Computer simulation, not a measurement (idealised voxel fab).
Name of the process module below: voxel transistor to metal
Square cells of 5 nm make up the cross-section cut, whose width is 180 nm.
Cross-section = grid of square cells, listed top down in bands; band = one or more rows.
Within each band entry, the heights of the top and of the bottom of the band appear first, in that order and in nm; the materials of the band then follow from left to right, each with its corresponding width in nm. The designation "edge to edge" on a single material indicates that it fills the band from edge to edge; the designation "air" indicates empty space.
Ref level 0: as-received wafer is one material below here. Bottom band extends down with no lower bound ("top 0, no bottom").
It should be noted that a width expressed as "30..40" varies in equal increments from row to row of cells within the band, taking the value of the first number at the top row and that of the second number at the bottom row.
A step reported as "no alterations made" is a step in which no cell of the cross-section changed.
For the entry "Trapped void list", the listed items are empty spaces with no open way to the top whose size is 8 cells or more; each item follows the pattern width x height at distance, where distance is from the left edge and all three are in nm.
Whatever follows a step's settings on its line is a remark the simulator itself makes about that step.
The "overlay nm" setting may appear on a step's line; for a step that uses a mask, it gives how far to the right of its planned position the mask lay, and a negative value indicates the left.
In what follows, pairs of cross-sections are presented, each taken before and after one process step, with the after cross-section shown only down to the lowest band that was altered; the step, together with its settings, is stated below the pair. The pairs may stem from different runs of this module on the same starting wafer; accordingly, a pair should be taken as continuing from the one above it solely where its entry headed "Status quo ante" indicates as much.
**Status quo ante**
- top 120, bottom 90: resist (40), then air (15), then resist (65), then air (15), then resist (45)
- top 90, bottom 80: aC edge to edge
- top 80, bottom 65: SiO2 edge to edge
- top 65, bottom 60: SiN edge to edge
- top 60, bottom 45: SiO2 (40), then TiN (5), then Ru (5), then TiN (5), then SiO2 (65), then TiN (5), then Ru (5), then TiN (5), then SiO2 (45)
- top 45, bottom 30: SiO2 (40), then TiN (5), then Ru (5), then TiN (5), then SiO2 (10), then SiN (10), then SiCN (25), then SiN (10), then SiO2 (10), then TiN (5), then Ru (5), then TiN (5), then SiO2 (45)
- top 30, bottom 15: SiO2 (40), then TiN (5), then Ru (5), then TiN (5), then SiO2 (10), then SiN (10), then polySi (25), then SiN (10), then SiO2 (10), then TiN (5), then Ru (5), then TiN (5), then SiO2 (45)
- top 15, bottom 10: SiO2 (40), then TiN (15), then SiO2 (10), then SiN (10), then polySi (25), then SiN (10), then SiO2 (10), then TiN (15), then SiO2 (45)
- top 10, bottom 0: SiO2 (40), then TiN (10), then pSi (15), then SiN (10), then polySi (25), then SiN (10), then pSi (15), then TiN (10), then SiO2 (45)
- top 0, bottom -5: SiO2 (10), then SiN (10), then SiO2 (5), then SiN (10), then pSi (30), then SiO2 (45), then pSi (30), then SiN (10), then SiO2 (5), then SiN (10), then SiO2 (15)
- top -5, bottom -15: SiO2 (10), then SiN (10), then SiO2 (5), then SiN (10), then SiO2 (5), then pSi (25), then Si (45), then pSi (25), then SiO2 (5), then SiN (10), then SiO2 (5), then SiN (10), then SiO2 (15)
- top -15, bottom -20: SiO2 (40), then Si (95), then SiO2 (45)
- top -20, bottom -30: SiO2 (35), then Si (105), then SiO2 (40)
- top -30, no bottom: Si edge to edge
- Trapped void list: none
**Post-Step Section View**
- top 110, bottom 90: resist (40), then air (15), then resist (65), then air (15), then resist (45)
- top 90, bottom 80: aC (40), then air (15), then aC (65), then air (15), then aC (45)
- Anything lower than 80 is untouched.
- Trapped void list: none
Which step turns the before cross-section above into the after cross-section? DIRECTIONAL_ETCH,etch materials aC,depth nm 10
Status quo ante: just use the after drawing of the pair above as your starting point.
**Post-Step Section View**
- top 90, bottom 80: aC (40), then air (15), then aC (65), then air (15), then aC (45)
- Anything lower than 80 is untouched.
- Trapped void list: none
Which step turns the before cross-section above into the after cross-section? STRIP,etch materials resist
Status quo ante: just use the after drawing of the pair above as your starting point.
**Post-Step Section View**
- top 90, bottom 80: aC (40), then air (15), then aC (65), then air (15), then aC (45)
- top 80, bottom 65: SiO2 (40), then air (15), then SiO2 (65), then air (15), then SiO2 (45)
- Anything lower than 65 is untouched.
- Trapped void list: none
Which step turns the before cross-section above into the after cross-section? DIRECTIONAL_ETCH,etch materials SiO2,depth nm 15
Status quo ante: just use the after drawing of the pair above as your starting point.
**Post-Step Section View**
- top 90, bottom 80: aC (40), then air (15), then aC (65), then air (15), then aC (45)
- top 80, bottom 65: SiO2 (40), then air (15), then SiO2 (65), then air (15), then SiO2 (45)
- top 65, bottom 60: SiN (40), then air (15), then SiN (65), then air (15), then SiN (45)
- Anything lower than 60 is untouched.
- Trapped void list: none
Which step turns the before cross-section above into the after cross-section? DIRECTIONAL_ETCH,etch materials SiN,depth nm 5
Status quo ante: just use the after drawing of the pair above as your starting point.
**Post-Step Section View**
- top 80, bottom 65: SiO2 (40), then air (15), then SiO2 (65), then air (15), then SiO2 (45)
- Anything lower than 65 is untouched.
- Trapped void list: none
Which step turns the before cross-section above into the after cross-section? STRIP,etch materials aC
Status quo ante: just use the after drawing of the pair above as your starting point.
**Post-Step Section View**
- top 85, bottom 80: TiN (45), then air (5), then TiN (75), then air (5), then TiN (50)
- top 80, bottom 65: SiO2 (40), then TiN (5), then air (5), then TiN (5), then SiO2 (65), then TiN (5), then air (5), then TiN (5), then SiO2 (45)
- top 65, bottom 60: SiN (40), then TiN (15), then SiN (65), then TiN (15), then SiN (45)
- Anything lower than 60 is untouched.
- Trapped void list: none
Which step turns the before cross-section above into the after cross-section? CONFORMAL_DEP,material TiN,thk nm 5
Status quo ante: just use the after drawing of the pair above as your starting point.
**Post-Step Section View**
- top 90, bottom 85: Ru edge to edge
- top 85, bottom 80: TiN (45), then Ru (5), then TiN (75), then Ru (5), then TiN (50)
- top 80, bottom 65: SiO2 (40), then TiN (5), then Ru (5), then TiN (5), then SiO2 (65), then TiN (5), then Ru (5), then TiN (5), then SiO2 (45)
- Anything lower than 65 is untouched.
- Trapped void list: none
Which step turns the before cross-section above into the after cross-section? FILL_DEP,material Ru,thk nm 5
Status quo ante: just use the after drawing of the pair above as your starting point.
**Post-Step Section View**
- top 80, bottom 65: SiO2 (40), then TiN (5), then Ru (5), then TiN (5), then SiO2 (65), then TiN (5), then Ru (5), then TiN (5), then SiO2 (45)
- Anything lower than 65 is untouched.
- Trapped void list: none
Which step turns the before cross-section above into the after cross-section? CMP,height nm 80
Status quo ante: just use the after drawing of the pair above as your starting point.
**Post-Step Section View**
- top 85, bottom 80: SiCN edge to edge
- Anything lower than 80 is untouched.
- Trapped void list: none
Which step turns the before cross-section above into the after cross-section? CONFORMAL_DEP,material SiCN,thk nm 5
Status quo ante: just use the after drawing of the pair above as your starting point.
**Post-Step Section View**
- top 115, bottom 85: SiO2 edge to edge
- Anything lower than 85 is untouched.
- Trapped void list: none
Which step turns the before cross-section above into the after cross-section? DIRECTIONAL_DEP,material SiO2,thk nm 30
Status quo ante: just use the after drawing of the pair above as your starting point.
**Post-Step Section View**
- top 125, bottom 115: aC edge to edge
- Anything lower than 115 is untouched.
- Trapped void list: none
Which step turns the before cross-section above into the after cross-section? DIRECTIONAL_DEP,material aC,thk nm 10
Status quo ante: just use the after drawing of the pair above as your starting point.
**Post-Step Section View**
- top 150, bottom 125: resist (40), then air (15), then resist (65), then air (15), then resist (45)
- Anything lower than 125 is untouched.
- Trapped void list: none
Which step turns the before cross-section above into the after cross-section? PATTERN,tone open,mask id METAL_2,material resist,width nm 15,pitch nm 80,thk nm 25,overlay nm 0
Status quo ante: just use the after drawing of the pair above as your starting point.
**Post-Step Section View**
- top 140, bottom 125: resist (40), then air (15), then resist (65), then air (15), then resist (45)
- top 125, bottom 115: aC (40), then air (15), then aC (65), then air (15), then aC (45)
- Anything lower than 115 is untouched.
- Trapped void list: none
Which step turns the before cross-section above into the after cross-section? DIRECTIONAL_ETCH,etch materials aC,depth nm 10
Status quo ante: just use the after drawing of the pair above as your starting point.
**Post-Step Section View**
- top 125, bottom 115: aC (40), then air (15), then aC (65), then air (15), then aC (45)
- Anything lower than 115 is untouched.
- Trapped void list: none
Which step turns the before cross-section above into the after cross-section? STRIP,etch materials resist
Status quo ante: just use the after drawing of the pair above as your starting point.
**Post-Step Section View**
- top 125, bottom 115: aC (40), then air (15), then aC (65), then air (15), then aC (45)
- top 115, bottom 95: SiO2 (40), then air (15), then SiO2 (65), then air (15), then SiO2 (45)
- Anything lower than 95 is untouched.
- Trapped void list: none
Which step turns the before cross-section above into the after cross-section? DIRECTIONAL_ETCH,etch materials SiO2,depth nm 20
Status quo ante: just use the after drawing of the pair above as your starting point.
**Post-Step Section View**
- top 115, bottom 95: SiO2 (40), then air (15), then SiO2 (65), then air (15), then SiO2 (45)
- Anything lower than 95 is untouched.
- Trapped void list: none
Which step turns the before cross-section above into the after cross-section? STRIP,etch materials aC
Status quo ante: just use the after drawing of the pair above as your starting point.
**Post-Step Section View**
- top 115, bottom 85: SiO2 (40), then air (15), then SiO2 (65), then air (15), then SiO2 (45)
- Anything lower than 85 is untouched.
- Trapped void list: none
Which step turns the before cross-section above into the after cross-section? MASKED_ETCH,tone open,mask id METAL_2_HOLES,width nm 15,pitch nm 80,etch materials SiO2,depth nm 10,overlay nm 0
Status quo ante: just use the after drawing of the pair above as your starting point.
**Post-Step Section View**
- top 115, bottom 85: SiO2 (40), then air (15), then SiO2 (65), then air (15), then SiO2 (45)
- top 85, bottom 80: SiCN (40), then air (15), then SiCN (65), then air (15), then SiCN (45)
- Anything lower than 80 is untouched.
- Trapped void list: none
Which step turns the before cross-section above into the after cross-section? MASKED_ETCH,tone open,mask id METAL_2_HOLES,width nm 15,pitch nm 80,etch materials SiCN,depth nm 5,overlay nm 0
Status quo ante: just use the after drawing of the pair above as your starting point.
**Post-Step Section View**
- top 120, bottom 115: TiN (45), then air (5), then TiN (75), then air (5), then TiN (50)
- top 115, bottom 85: SiO2 (40), then TiN (5), then air (5), then TiN (5), then SiO2 (65), then TiN (5), then air (5), then TiN (5), then SiO2 (45)
- top 85, bottom 80: SiCN (40), then TiN (15), then SiCN (65), then TiN (15), then SiCN (45)
- Anything lower than 80 is untouched.
- Trapped void list: none
Which step turns the before cross-section above into the after cross-section? CONFORMAL_DEP,material TiN,thk nm 5
Status quo ante: just use the after drawing of the pair above as your starting point.
**Post-Step Section View**
- top 130, bottom 120: Cu edge to edge
- top 120, bottom 115: TiN (45), then Cu (5), then TiN (75), then Cu (5), then TiN (50)
- top 115, bottom 85: SiO2 (40), then TiN (5), then Cu (5), then TiN (5), then SiO2 (65), then TiN (5), then Cu (5), then TiN (5), then SiO2 (45)
- Anything lower than 85 is untouched.
- Trapped void list: none
Which step turns the before cross-section above into the after cross-section? FILL_DEP,material Cu,thk nm 10
Status quo ante: just use the after drawing of the pair above as your starting point.
**Post-Step Section View**
- top 115, bottom 85: SiO2 (40), then TiN (5), then Cu (5), then TiN (5), then SiO2 (65), then TiN (5), then Cu (5), then TiN (5), then SiO2 (45)
- Anything lower than 85 is untouched.
- Trapped void list: none
Which step turns the before cross-section above into the after cross-section? CMP,height nm 115
Status quo ante: just use the after drawing of the pair above as your starting point.
**Post-Step Section View**
- top 120, bottom 115: SiN edge to edge
- Anything lower than 115 is untouched.
- Trapped void list: none
Which step turns the before cross-section above into the after cross-section? CONFORMAL_DEP,material SiN,thk nm 5
**Status quo ante**
- top 55, bottom 45: air (65), then SiN (45), then air (70)
- top 45, bottom 30: air (65), then SiN (10), then SiCN (25), then SiN (10), then air (70)
- top 30, bottom 10: air (65), then SiN (10), then polySi (25), then SiN (10), then air (70)
- top 10, bottom 0: SiN (75), then polySi (25), then SiN (80)
- top 0, bottom -5: SiO2 edge to edge
- top -5, bottom -30: SiO2 (35), then Si (105), then SiO2 (40)
- top -30, no bottom: Si edge to edge
- Trapped void list: none
**Post-Step Section View**
- top 50, bottom 45: air (65), then SiN (45), then air (70)
- top 45, bottom 30: air (65), then SiN (10), then SiCN (25), then SiN (10), then air (70)
- top 30, bottom 5: air (65), then SiN (10), then polySi (25), then SiN (10), then air (70)
- Anything lower than 5 is untouched.
- Trapped void list: none
Which step turns the before cross-section above into the after cross-section? DIRECTIONAL_ETCH,etch materials SiN,depth nm 5
Status quo ante: just use the after drawing of the pair above as your starting point.
**Post-Step Section View**
- top 60, bottom 50: SiO2 edge to edge
- top 50, bottom 45: SiO2 (65), then SiN (45), then SiO2 (70)
- top 45, bottom 30: SiO2 (65), then SiN (10), then SiCN (25), then SiN (10), then SiO2 (70)
- top 30, bottom 5: SiO2 (65), then SiN (10), then polySi (25), then SiN (10), then SiO2 (70)
- Anything lower than 5 is untouched.
- Trapped void list: none
Which step turns the before cross-section above into the after cross-section? FILL_DEP,material SiO2,thk nm 10
Status quo ante: just use the after drawing of the pair above as your starting point.
**Post-Step Section View**
- top 45, bottom 30: SiO2 (65), then SiN (10), then SiCN (25), then SiN (10), then SiO2 (70)
- Anything lower than 30 is untouched.
- Trapped void list: none
Which step turns the before cross-section above into the after cross-section? CMP,height nm 45
Status quo ante: just use the after drawing of the pair above as your starting point.
**Post-Step Section View**
- top 60, bottom 45: SiO2 edge to edge
- Anything lower than 45 is untouched.
- Trapped void list: none
Which step turns the before cross-section above into the after cross-section? DIRECTIONAL_DEP,material SiO2,thk nm 15
Status quo ante: just use the after drawing of the pair above as your starting point.
**Post-Step Section View**
- top 75, bottom 60: aC edge to edge
- Anything lower than 60 is untouched.
- Trapped void list: none
Which step turns the before cross-section above into the after cross-section? DIRECTIONAL_DEP,material aC,thk nm 15
Status quo ante: just use the after drawing of the pair above as your starting point.
**Post-Step Section View**
- top 105, bottom 75: resist (40), then air (15), then resist (65), then air (15), then resist (45)
- Anything lower than 75 is untouched.
- Trapped void list: none
Which step turns the before cross-section above into the after cross-section? PATTERN,tone open,mask id CONTACT,material resist,width nm 15,pitch nm 80,thk nm 30,overlay nm 0
Status quo ante: just use the after drawing of the pair above as your starting point.
**Post-Step Section View**
- top 90, bottom 75: resist (40), then air (15), then resist (65), then air (15), then resist (45)
- top 75, bottom 60: aC (40), then air (15), then aC (65), then air (15), then aC (45)
- Anything lower than 60 is untouched.
- Trapped void list: none
Which step turns the before cross-section above into the after cross-section? DIRECTIONAL_ETCH,etch materials aC,depth nm 15
Status quo ante: just use the after drawing of the pair above as your starting point.
**Post-Step Section View**
- top 75, bottom 60: aC (40), then air (15), then aC (65), then air (15), then aC (45)
- Anything lower than 60 is untouched.
- Trapped void list: none
Which step turns the before cross-section above into the after cross-section? STRIP,etch materials resist
Status quo ante: just use the after drawing of the pair above as your starting point.
**Post-Step Section View**
- top 75, bottom 60: aC (40), then air (15), then aC (65), then air (15), then aC (45)
- top 60, bottom 45: SiO2 (40), then air (15), then SiO2 (65), then air (15), then SiO2 (45)
- top 45, bottom 30: SiO2 (40), then air (15), then SiO2 (10), then SiN (10), then SiCN (25), then SiN (10), then SiO2 (10), then air (15), then SiO2 (45)
- top 30, bottom 5: SiO2 (40), then air (15), then SiO2 (10), then SiN (10), then polySi (25), then SiN (10), then SiO2 (10), then air (15), then SiO2 (45)
- Anything lower than 5 is untouched.
- Trapped void list: none
Which step turns the before cross-section above into the after cross-section? DIRECTIONAL_ETCH,etch materials SiO2,depth nm 60
Status quo ante: just use the after drawing of the pair above as your starting point.
**Post-Step Section View**
- top 60, bottom 45: SiO2 (40), then air (15), then SiO2 (65), then air (15), then SiO2 (45)
- Anything lower than 45 is untouched.
- Trapped void list: none
Which step turns the before cross-section above into the after cross-section? STRIP,etch materials aC
Status quo ante: just use the after drawing of the pair above as your starting point.
**Post-Step Section View**
- top 65, bottom 60: TiN (45), then air (5), then TiN (75), then air (5), then TiN (50)
- top 60, bottom 45: SiO2 (40), then TiN (5), then air (5), then TiN (5), then SiO2 (65), then TiN (5), then air (5), then TiN (5), then SiO2 (45)
- top 45, bottom 30: SiO2 (40), then TiN (5), then air (5), then TiN (5), then SiO2 (10), then SiN (10), then SiCN (25), then SiN (10), then SiO2 (10), then TiN (5), then air (5), then TiN (5), then SiO2 (45)
- top 30, bottom 10: SiO2 (40), then TiN (5), then air (5), then TiN (5), then SiO2 (10), then SiN (10), then polySi (25), then SiN (10), then SiO2 (10), then TiN (5), then air (5), then TiN (5), then SiO2 (45)
- top 10, bottom 5: SiO2 (40), then TiN (15), then SiO2 (10), then SiN (10), then polySi (25), then SiN (10), then SiO2 (10), then TiN (15), then SiO2 (45)
- Anything lower than 5 is untouched.
- Trapped void list: none
Which step turns the before cross-section above into the after cross-section? CONFORMAL_DEP,material TiN,thk nm 5
Status quo ante: just use the after drawing of the pair above as your starting point.
**Post-Step Section View**
- top 70, bottom 65: Ru edge to edge
- top 65, bottom 60: TiN (45), then Ru (5), then TiN (75), then Ru (5), then TiN (50)
- top 60, bottom 45: SiO2 (40), then TiN (5), then Ru (5), then TiN (5), then SiO2 (65), then TiN (5), then Ru (5), then TiN (5), then SiO2 (45)
- top 45, bottom 30: SiO2 (40), then TiN (5), then Ru (5), then TiN (5), then SiO2 (10), then SiN (10), then SiCN (25), then SiN (10), then SiO2 (10), then TiN (5), then Ru (5), then TiN (5), then SiO2 (45)
- top 30, bottom 10: SiO2 (40), then TiN (5), then Ru (5), then TiN (5), then SiO2 (10), then SiN (10), then polySi (25), then SiN (10), then SiO2 (10), then TiN (5), then Ru (5), then TiN (5), then SiO2 (45)
- Anything lower than 10 is untouched.
- Trapped void list: none
Which step turns the before cross-section above into the after cross-section? FILL_DEP,material Ru,thk nm 5
Status quo ante: just use the after drawing of the pair above as your starting point.
**Post-Step Section View**
- top 60, bottom 45: SiO2 (40), then TiN (5), then Ru (5), then TiN (5), then SiO2 (65), then TiN (5), then Ru (5), then TiN (5), then SiO2 (45)
- Anything lower than 45 is untouched.
- Trapped void list: none
Which step turns the before cross-section above into the after cross-section? CMP,height nm 60
Status quo ante: just use the after drawing of the pair above as your starting point.
**Post-Step Section View**
- top 65, bottom 60: SiN edge to edge
- Anything lower than 60 is untouched.
- Trapped void list: none
Which step turns the before cross-section above into the after cross-section? CONFORMAL_DEP,material SiN,thk nm 5
Status quo ante: just use the after drawing of the pair above as your starting point.
**Post-Step Section View**
- top 80, bottom 65: SiO2 edge to edge
- Anything lower than 65 is untouched.
- Trapped void list: none
Which step turns the before cross-section above into the after cross-section? DIRECTIONAL_DEP,material SiO2,thk nm 15
Status quo ante: just use the after drawing of the pair above as your starting point.
**Post-Step Section View**
- top 90, bottom 80: aC edge to edge
- Anything lower than 80 is untouched.
- Trapped void list: none
Which step turns the before cross-section above into the after cross-section? DIRECTIONAL_DEP,material aC,thk nm 10
Status quo ante: just use the after drawing of the pair above as your starting point.
**Post-Step Section View**
- top 120, bottom 90: resist (40), then air (15), then resist (65), then air (15), then resist (45)
- Anything lower than 90 is untouched.
- Trapped void list: none
Which step turns the before cross-section above into the after cross-section? PATTERN,tone open,mask id METAL_1,material resist,width nm 15,pitch nm 80,thk nm 30,overlay nm 0
Status quo ante: just use the after drawing of the pair above as your starting point.
**Post-Step Section View**
- top 110, bottom 90: resist (40), then air (15), then resist (65), then air (15), then resist (45)
- top 90, bottom 80: aC (40), then air (15), then aC (65), then air (15), then aC (45)
- Anything lower than 80 is untouched.
- Trapped void list: none
Which step turns the before cross-section above into the after cross-section? DIRECTIONAL_ETCH,etch materials aC,depth nm 10
Status quo ante: just use the after drawing of the pair above as your starting point.
**Post-Step Section View**
- top 90, bottom 80: aC (40), then air (15), then aC (65), then air (15), then aC (45)
- Anything lower than 80 is untouched.
- Trapped void list: none
Which step turns the before cross-section above into the after cross-section? STRIP,etch materials resist
Status quo ante: just use the after drawing of the pair above as your starting point.
**Post-Step Section View**
- top 90, bottom 80: aC (40), then air (15), then aC (65), then air (15), then aC (45)
- top 80, bottom 65: SiO2 (40), then air (15), then SiO2 (65), then air (15), then SiO2 (45)
- Anything lower than 65 is untouched.
- Trapped void list: none
Which step turns the before cross-section above into the after cross-section? DIRECTIONAL_ETCH,etch materials SiO2,depth nm 15
Status quo ante: just use the after drawing of the pair above as your starting point.
**Post-Step Section View**
- top 90, bottom 80: aC (40), then air (15), then aC (65), then air (15), then aC (45)
- top 80, bottom 65: SiO2 (40), then air (15), then SiO2 (65), then air (15), then SiO2 (45)
- top 65, bottom 60: SiN (40), then air (15), then SiN (65), then air (15), then SiN (45)
- Anything lower than 60 is untouched.
- Trapped void list: none
Which step turns the before cross-section above into the after cross-section? DIRECTIONAL_ETCH,etch materials SiN,depth nm 5
Status quo ante: just use the after drawing of the pair above as your starting point.
**Post-Step Section View**
- top 80, bottom 65: SiO2 (40), then air (15), then SiO2 (65), then air (15), then SiO2 (45)
- Anything lower than 65 is untouched.
- Trapped void list: none
Which step turns the before cross-section above into the after cross-section? STRIP,etch materials aC
Status quo ante: just use the after drawing of the pair above as your starting point.
**Post-Step Section View**
- top 85, bottom 80: TiN (45), then air (5), then TiN (75), then air (5), then TiN (50)
- top 80, bottom 65: SiO2 (40), then TiN (5), then air (5), then TiN (5), then SiO2 (65), then TiN (5), then air (5), then TiN (5), then SiO2 (45)
- top 65, bottom 60: SiN (40), then TiN (15), then SiN (65), then TiN (15), then SiN (45)
- Anything lower than 60 is untouched.
- Trapped void list: none
Which step turns the before cross-section above into the after cross-section? CONFORMAL_DEP,material TiN,thk nm 5
Status quo ante: just use the after drawing of the pair above as your starting point.
**Post-Step Section View**
- top 90, bottom 85: Ru edge to edge
- top 85, bottom 80: TiN (45), then Ru (5), then TiN (75), then Ru (5), then TiN (50)
- top 80, bottom 65: SiO2 (40), then TiN (5), then Ru (5), then TiN (5), then SiO2 (65), then TiN (5), then Ru (5), then TiN (5), then SiO2 (45)
- Anything lower than 65 is untouched.
- Trapped void list: none
Which step turns the before cross-section above into the after cross-section? FILL_DEP,material Ru,thk nm 5
Status quo ante: just use the after drawing of the pair above as your starting point.
**Post-Step Section View**
- top 80, bottom 65: SiO2 (40), then TiN (5), then Ru (5), then TiN (5), then SiO2 (65), then TiN (5), then Ru (5), then TiN (5), then SiO2 (45)
- Anything lower than 65 is untouched.
- Trapped void list: none
Which step turns the before cross-section above into the after cross-section? CMP,height nm 80
Status quo ante: just use the after drawing of the pair above as your starting point.
**Post-Step Section View**
- top 85, bottom 80: SiCN edge to edge
- Anything lower than 80 is untouched.
- Trapped void list: none
Which step turns the before cross-section above into the after cross-section? CONFORMAL_DEP,material SiCN,thk nm 5
Status quo ante: just use the after drawing of the pair above as your starting point.
**Post-Step Section View**
- top 115, bottom 85: SiO2 edge to edge
- Anything lower than 85 is untouched.
- Trapped void list: none
Which step turns the before cross-section above into the after cross-section? DIRECTIONAL_DEP,material SiO2,thk nm 30
Status quo ante: just use the after drawing of the pair above as your starting point.
**Post-Step Section View**
- top 125, bottom 115: aC edge to edge
- Anything lower than 115 is untouched.
- Trapped void list: none
Which step turns the before cross-section above into the after cross-section? DIRECTIONAL_DEP,material aC,thk nm 10
Status quo ante: just use the after drawing of the pair above as your starting point.
**Post-Step Section View**
- top 150, bottom 125: resist (40), then air (15), then resist (65), then air (15), then resist (45)
- Anything lower than 125 is untouched.
- Trapped void list: none
Which step turns the before cross-section above into the after cross-section? PATTERN,tone open,mask id METAL_2,material resist,width nm 15,pitch nm 80,thk nm 25,overlay nm 0
Status quo ante: just use the after drawing of the pair above as your starting point.
**Post-Step Section View**
- top 140, bottom 125: resist (40), then air (15), then resist (65), then air (15), then resist (45)
- top 125, bottom 115: aC (40), then air (15), then aC (65), then air (15), then aC (45)
- Anything lower than 115 is untouched.
- Trapped void list: none
Which step turns the before cross-section above into the after cross-section? DIRECTIONAL_ETCH,etch materials aC,depth nm 10
Status quo ante: just use the after drawing of the pair above as your starting point.
**Post-Step Section View**
- top 125, bottom 115: aC (40), then air (15), then aC (65), then air (15), then aC (45)
- Anything lower than 115 is untouched.
- Trapped void list: none
Which step turns the before cross-section above into the after cross-section? STRIP,etch materials resist
Status quo ante: just use the after drawing of the pair above as your starting point.
**Post-Step Section View**
- top 125, bottom 115: aC (40), then air (15), then aC (65), then air (15), then aC (45)
- top 115, bottom 95: SiO2 (40), then air (15), then SiO2 (65), then air (15), then SiO2 (45)
- Anything lower than 95 is untouched.
- Trapped void list: none
Which step turns the before cross-section above into the after cross-section? DIRECTIONAL_ETCH,etch materials SiO2,depth nm 20
Status quo ante: just use the after drawing of the pair above as your starting point.
**Post-Step Section View**
- top 115, bottom 95: SiO2 (40), then air (15), then SiO2 (65), then air (15), then SiO2 (45)
- Anything lower than 95 is untouched.
- Trapped void list: none
Which step turns the before cross-section above into the after cross-section? STRIP,etch materials aC
Status quo ante: just use the after drawing of the pair above as your starting point.
**Post-Step Section View**
- top 115, bottom 85: SiO2 (40), then air (15), then SiO2 (65), then air (15), then SiO2 (45)
- Anything lower than 85 is untouched.
- Trapped void list: none
Which step turns the before cross-section above into the after cross-section? MASKED_ETCH,tone open,mask id METAL_2_HOLES,width nm 15,pitch nm 80,etch materials SiO2,depth nm 10,overlay nm 0
Status quo ante: just use the after drawing of the pair above as your starting point.
**Post-Step Section View**
- top 115, bottom 85: SiO2 (40), then air (15), then SiO2 (65), then air (15), then SiO2 (45)
- top 85, bottom 80: SiCN (40), then air (15), then SiCN (65), then air (15), then SiCN (45)
- Anything lower than 80 is untouched.
- Trapped void list: none
Which step turns the before cross-section above into the after cross-section? MASKED_ETCH,tone open,mask id METAL_2_HOLES,width nm 15,pitch nm 80,etch materials SiCN,depth nm 5,overlay nm 0
Status quo ante: just use the after drawing of the pair above as your starting point.
**Post-Step Section View**
- top 120, bottom 115: TiN (45), then air (5), then TiN (75), then air (5), then TiN (50)
- top 115, bottom 85: SiO2 (40), then TiN (5), then air (5), then TiN (5), then SiO2 (65), then TiN (5), then air (5), then TiN (5), then SiO2 (45)
- top 85, bottom 80: SiCN (40), then TiN (15), then SiCN (65), then TiN (15), then SiCN (45)
- Anything lower than 80 is untouched.
- Trapped void list: none
Which step turns the before cross-section above into the after cross-section? CONFORMAL_DEP,material TiN,thk nm 5
Status quo ante: just use the after drawing of the pair above as your starting point.
**Post-Step Section View**
- top 130, bottom 120: Cu edge to edge
- top 120, bottom 115: TiN (45), then Cu (5), then TiN (75), then Cu (5), then TiN (50)
- top 115, bottom 85: SiO2 (40), then TiN (5), then Cu (5), then TiN (5), then SiO2 (65), then TiN (5), then Cu (5), then TiN (5), then SiO2 (45)
- Anything lower than 85 is untouched.
- Trapped void list: none
Which step turns the before cross-section above into the after cross-section? FILL_DEP,material Cu,thk nm 10
Status quo ante: just use the after drawing of the pair above as your starting point.
**Post-Step Section View**
- top 115, bottom 85: SiO2 (40), then TiN (5), then Cu (5), then TiN (5), then SiO2 (65), then TiN (5), then Cu (5), then TiN (5), then SiO2 (45)
- Anything lower than 85 is untouched.
- Trapped void list: none
Which step turns the before cross-section above into the after cross-section? CMP,height nm 115
Status quo ante: just use the after drawing of the pair above as your starting point.
**Post-Step Section View**
- top 120, bottom 115: SiN edge to edge
- Anything lower than 115 is untouched.
- Trapped void list: none
Which step turns the before cross-section above into the after cross-section? CONFORMAL_DEP,material SiN,thk nm 5
**Status quo ante**
- top 45, bottom 30: SiCN edge to edge
- top 30, bottom 0: polySi edge to edge
- top 0, bottom -5: SiO2 edge to edge
- top -5, bottom -30: SiO2 (35), then Si (105), then SiO2 (40)
- top -30, no bottom: Si edge to edge
- Trapped void list: none
**Post-Step Section View**
- top 60, bottom 45: air (80), then resist (20), then air (80)
- Anything lower than 45 is untouched.
- Trapped void list: none
Which step turns the before cross-section above into the after cross-section? PATTERN,tone cover,mask id GATE,material resist,width nm 20,thk nm 15,overlay nm 0
Status quo ante: just use the after drawing of the pair above as your starting point.
**Post-Step Section View**
- top 60, bottom 45: air (80), then resist (20), then air (80)
- top 45, bottom 30: air (80), then SiCN (20), then air (80)
- Anything lower than 30 is untouched.
- Trapped void list: none
Which step turns the before cross-section above into the after cross-section? DIRECTIONAL_ETCH,etch materials SiCN,depth nm 25
Status quo ante: just use the after drawing of the pair above as your starting point.
**Post-Step Section View**
- top 60, bottom 45: air (80), then resist (20), then air (80)
- top 45, bottom 30: air (80), then SiCN (20), then air (80)
- top 30, bottom 0: air (80), then polySi (20), then air (80)
- Anything lower than 0 is untouched.
- Trapped void list: none
Which step turns the before cross-section above into the after cross-section? DIRECTIONAL_ETCH,etch materials polySi,depth nm 40
Status quo ante: just use the after drawing of the pair above as your starting point.
**Post-Step Section View**
- top 45, bottom 30: air (80), then SiCN (20), then air (80)
- Anything lower than 30 is untouched.
- Trapped void list: none
Which step turns the before cross-section above into the after cross-section? STRIP,etch materials resist
Status quo ante: just use the after drawing of the pair above as your starting point.
**Post-Step Section View**
- top 55, bottom 45: air (70), then SiN (40), then air (70)
- top 45, bottom 30: air (70), then SiN (10), then SiCN (20), then SiN (10), then air (70)
- top 30, bottom 10: air (70), then SiN (10), then polySi (20), then SiN (10), then air (70)
- top 10, bottom 0: SiN (80), then polySi (20), then SiN (80)
- Anything lower than 0 is untouched.
- Trapped void list: none
Which step turns the before cross-section above into the after cross-section? CONFORMAL_DEP,material SiN,thk nm 10
Status quo ante: just use the after drawing of the pair above as your starting point.
**Post-Step Section View**
- top 45, bottom 30: air (70), then SiN (10), then SiCN (20), then SiN (10), then air (70)
- top 30, bottom 0: air (70), then SiN (10), then polySi (20), then SiN (10), then air (70)
- Anything lower than 0 is untouched.
- Trapped void list: none
Which step turns the before cross-section above into the after cross-section? DIRECTIONAL_ETCH,etch materials SiN,depth nm 10
Status quo ante: just use the after drawing of the pair above as your starting point.
**Post-Step Section View**
- top 45, bottom 30: air (70), then SiN (10), then SiCN (20), then SiN (10), then air (70)
- top 30, bottom 0: air (70), then SiN (10), then polySi (20), then SiN (10), then air (70)
- top 0, bottom -5: air (70), then SiO2 (40), then air (70)
- Anything lower than -5 is untouched.
- Trapped void list: none
Which step turns the before cross-section above into the after cross-section? DIRECTIONAL_ETCH,etch materials SiO2,depth nm 5
Status quo ante: just use the after drawing of the pair above as your starting point.
**Post-Step Section View**
- top 45, bottom 30: air (70), then SiN (10), then SiCN (20), then SiN (10), then air (70)
- top 30, bottom 0: air (70), then SiN (10), then polySi (20), then SiN (10), then air (70)
- top 0, bottom -5: air (70), then SiO2 (40), then air (70)
- top -5, bottom -15: SiO2 (35), then air (35), then Si (40), then air (30), then SiO2 (40)
- Anything lower than -15 is untouched.
- Trapped void list: none
Which step turns the before cross-section above into the after cross-section? DIRECTIONAL_ETCH,etch materials Si,depth nm 10
